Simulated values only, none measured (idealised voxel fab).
process module | voxel released beams
cross-section cut | 160 nm wide | cells 5 nm
A cross-section is a grid of square cells, given in bands from the top down. A band is one or more rows of cells.
Each band's line starts with the height of the band's top and of its bottom, in nm. Then come its materials from left to right, each with its width in nm. One material with "throughout" fills the band from edge to edge. "air" is empty space.
Height 0 is the level under which the wafer as received is all one material. The lowest band goes on downwards, as in "0 down".
A width such as "30 to 40" changes by the same amount from each row of cells to the next, from the band's top row to its bottom row.
"no change" after a step means that no cell of the cross-section changed.
closed voids: empty space of 8 cells or more with no open way to the top, each as width x height at its distance from the left edge, in nm
after a step's settings: what the simulator itself notes on the step
overlay nm, on a step with a mask: how far to the right of its planned place the mask lay; to the left if negative
plan
1 op RECEIVE | material Si
2 op CONFORMAL_DEP | material Al2O3 | thk nm 5
3 op DIRECTIONAL_DEP | material SiO2 | thk nm 20
4 op DIRECTIONAL_DEP | material aC | thk nm 10
5 op PATTERN | tone open | mask id ANCHOR | material resist | width nm 25 | thk nm 25 | overlay nm 0
6 op DIRECTIONAL_ETCH | etch materials aC | depth nm 10
7 op STRIP | etch materials resist
8 op DIRECTIONAL_ETCH | etch materials SiO2 | depth nm 20
9 op STRIP | etch materials aC
10 op CONFORMAL_DEP | material polySi | thk nm 10
11 op PATTERN | tone cover | mask id BEAM | material resist | width nm 90 | thk nm 15 | overlay nm 0
12 op DIRECTIONAL_ETCH | etch materials polySi | depth nm 10
13 op STRIP | etch materials resist
14 op STRIP | etch materials SiO2
as received, after step 1
  0 down: Si throughout
  closed voids: none
first wafer at the end, as planned
  35 to 25: air 30 | polySi 15 | air 5 | polySi 70 | air 40
  25 to 15: air 35 | polySi 10 | air 5 | polySi 10 | air 100
  15 to 5: air 35 | polySi 25 | air 100
  5 to 0: Al2O3 throughout
  0 down: Si throughout
  closed voids: none
second wafer at the end: like start, like plan, one mistake
  0 down: Si throughout
  closed voids: none
what went wrong: step 2 ran as: op CONFORMAL_DEP | material SiO2 | thk nm 5
at the end the second wafer has, in cells: 32 fewer of Al2O3 | 52 fewer of polySi
